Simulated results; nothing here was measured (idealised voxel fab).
You're looking at the process module voxel wiring stack.
It is cross-section cut that appears here, measuring 140 nm in width, its square cells being 5 nm in size.
Throughout this document, each cross-section is represented as a grid of square cells and is presented as a sequence of bands enumerated from the top downward, where a band comprises one or more rows of cells.
Per band: top height and bottom height in nm, followed by the left-to-right materials and their widths in nm; "full width" marks a single material spanning edge to edge, "blank" marks empty space.
Heights are reckoned from 0. Under this level, the received wafer is all of one material. The bottommost band is open-ended downward, for example "0..down".
Width "30 to 40": first value at the band's top row of cells, second value at its bottom row, equal change from row to row.
Where a step carries "left unchanged", the cross-section came out of it unchanged, cell for cell.
You'll see "Unvented internal voids" listing empty spaces that have no way open to the top, as long as they're 8 cells or more; the notation is width x height at distance, where the distance is from the left edge, and all of it is in nm.
That trailing text on a step's line, after the settings, is the simulator's own remark on the step.
If you see "overlay nm" on a step's line and that step has a mask, it's telling you how far right of where it was planned the mask ended up; a negative number means it went left instead.

THESE ARE THE STEPS WE PLANNED FOR THE PROCESS
step 1: RECEIVE with material Si
step 2: CONFORMAL_DEP with material SiO2, thk nm 10
step 3: DIRECTIONAL_DEP with material TiN, thk nm 5
step 4: DIRECTIONAL_DEP with material W, thk nm 20
step 5: PATTERN with tone cover, mask id METAL_1, material resist, width nm 25, pitch nm 55, thk nm 15, overlay nm 0
step 6: DIRECTIONAL_ETCH with etch materials W, depth nm 20
step 7: DIRECTIONAL_ETCH with etch materials TiN, depth nm 5
step 8: STRIP with etch materials resist
step 9: CONFORMAL_DEP with material SiCN, thk nm 5
step 10: FILL_DEP with material lowk, thk nm 5
step 11: CMP with height nm 35
step 12: CONFORMAL_DEP with material SiCN, thk nm 5
step 13: DIRECTIONAL_DEP with material lowk, thk nm 20
step 14: PATTERN with tone open, mask id PLUG_1, material resist, width nm 15, pitch nm 55, thk nm 15, overlay nm 0
step 15: DIRECTIONAL_ETCH with etch materials lowk, depth nm 20
step 16: DIRECTIONAL_ETCH with etch materials SiCN, depth nm 5
step 17: STRIP with etch materials resist
step 18: CONFORMAL_DEP with material TiN, thk nm 5
step 19: FILL_DEP with material Cu, thk nm 5
step 20: CMP with height nm 60
step 21: DIRECTIONAL_DEP with material TiN, thk nm 5
step 22: DIRECTIONAL_DEP with material Ru, thk nm 20
step 23: PATTERN with tone cover, mask id METAL_2, material resist, width nm 25, pitch nm 55, thk nm 20, overlay nm 0
step 24: DIRECTIONAL_ETCH with etch materials Ru, depth nm 20
step 25: DIRECTIONAL_ETCH with etch materials TiN, depth nm 5
step 26: STRIP with etch materials resist
step 27: CONFORMAL_DEP with material SiCN, thk nm 5
step 28: FILL_DEP with material SiO2, thk nm 10
step 29: CMP with height nm 85
step 30: CONFORMAL_DEP with material SiCN, thk nm 5
step 31: DIRECTIONAL_DEP with material lowk, thk nm 35
step 32: DIRECTIONAL_DEP with material aC, thk nm 10
step 33: PATTERN with tone open, mask id METAL_3_HOLES, material resist, width nm 15, thk nm 25, overlay nm 0
step 34: DIRECTIONAL_ETCH with etch materials aC, depth nm 10
step 35: STRIP with etch materials resist
step 36: DIRECTIONAL_ETCH with etch materials lowk, depth nm 35
step 37: STRIP with etch materials aC
step 38: PATTERN with tone open, mask id METAL_3, material resist, width nm 25, pitch nm 55, thk nm 15, overlay nm 0
step 39: DIRECTIONAL_ETCH with etch materials lowk, depth nm 20
step 40: DIRECTIONAL_ETCH with etch materials SiCN, depth nm 5
step 41: STRIP with etch materials resist
step 42: CONFORMAL_DEP with material TiN, thk nm 5
step 43: FILL_DEP with material Cu, thk nm 10
step 44: CMP with height nm 125
step 45: CONFORMAL_DEP with material SiCN, thk nm 5

THIS IS THE CROSS-SECTION OF THE WAFER AS WE RECEIVED IT, I.E. AFTER STEP 1
> 0..down  Si full width
> Unvented internal voids: none

AS-PLANNED RUN: CROSS-SECTION OF THE FIRST OF TWO WAFERS AT END OF MODULE
> 130..125  SiCN full width
> 125..110  30 nm lowk  5 nm TiN  15 nm Cu  5 nm TiN  30 nm lowk  5 nm TiN  15 nm Cu  5 nm TiN  30 nm lowk
> 110..105  30 nm lowk  5 nm TiN  5 nm Cu  15 nm TiN  30 nm lowk  25 nm TiN  30 nm lowk
> 105..90  30 nm lowk  5 nm TiN  5 nm Cu  5 nm TiN  95 nm lowk
> 90..85  30 nm SiCN  15 nm TiN  95 nm SiCN
> 85..65  25 nm SiO2  5 nm SiCN  25 nm Ru  5 nm SiCN  20 nm SiO2  5 nm SiCN  25 nm Ru  5 nm SiCN  25 nm SiO2
> 65..60  30 nm SiCN  25 nm TiN  30 nm SiCN  25 nm TiN  30 nm SiCN
> 60..40  30 nm lowk  5 nm TiN  5 nm Cu  5 nm TiN  40 nm lowk  5 nm TiN  5 nm Cu  5 nm TiN  40 nm lowk
> 40..35  30 nm SiCN  15 nm TiN  40 nm SiCN  15 nm TiN  40 nm SiCN
> 35..15  25 nm lowk  5 nm SiCN  25 nm W  5 nm SiCN  20 nm lowk  5 nm SiCN  25 nm W  5 nm SiCN  25 nm lowk
> 15..10  30 nm SiCN  25 nm TiN  30 nm SiCN  25 nm TiN  30 nm SiCN
> 10..0  SiO2 full width
> 0..down  Si full width
> Unvented internal voids: none

CROSS-SECTIONAL IMAGE OF THE SECOND WAFER OF THE TWO FOLLOWING COMPLETION OF THE MODULE. STARTING STATE AND PROCESS PLAN WERE THE SAME AS FOR THE FIRST WAFER; ONE EXECUTION ERROR OCCURRED
> 130..125  SiCN full width
> 125..110  30 nm lowk  5 nm TiN  15 nm Cu  5 nm TiN  30 nm lowk  5 nm TiN  15 nm Cu  5 nm TiN  30 nm lowk
> 110..105  30 nm lowk  5 nm TiN  5 nm Cu  15 nm TiN  30 nm lowk  25 nm TiN  30 nm lowk
> 105..90  30 nm lowk  5 nm TiN  5 nm Cu  5 nm TiN  95 nm lowk
> 90..85  30 nm SiCN  15 nm TiN  95 nm SiCN
> 85..65  20 nm SiO2  5 nm SiCN  25 nm Ru  5 nm SiCN  20 nm SiO2  5 nm SiCN  25 nm Ru  5 nm SiCN  30 nm SiO2
> 65..60  25 nm SiCN  25 nm TiN  30 nm SiCN  25 nm TiN  35 nm SiCN
> 60..40  30 nm lowk  5 nm TiN  5 nm Cu  5 nm TiN  40 nm lowk  5 nm TiN  5 nm Cu  5 nm TiN  40 nm lowk
> 40..35  30 nm SiCN  15 nm TiN  40 nm SiCN  15 nm TiN  40 nm SiCN
> 35..15  25 nm lowk  5 nm SiCN  25 nm W  5 nm SiCN  20 nm lowk  5 nm SiCN  25 nm W  5 nm SiCN  25 nm lowk
> 15..10  30 nm SiCN  25 nm TiN  30 nm SiCN  25 nm TiN  30 nm SiCN
> 10..0  SiO2 full width
> 0..down  Si full width
> Unvented internal voids: none
what went wrong: the process deviated at step 23: the operation and settings actually run there were PATTERN with tone cover, mask id METAL_2, material resist, width nm 25, pitch nm 55, thk nm 20, overlay nm -5
If you tally the cells, the second wafer ends up with the same amount of every material as the first; it's all just sitting in different places.
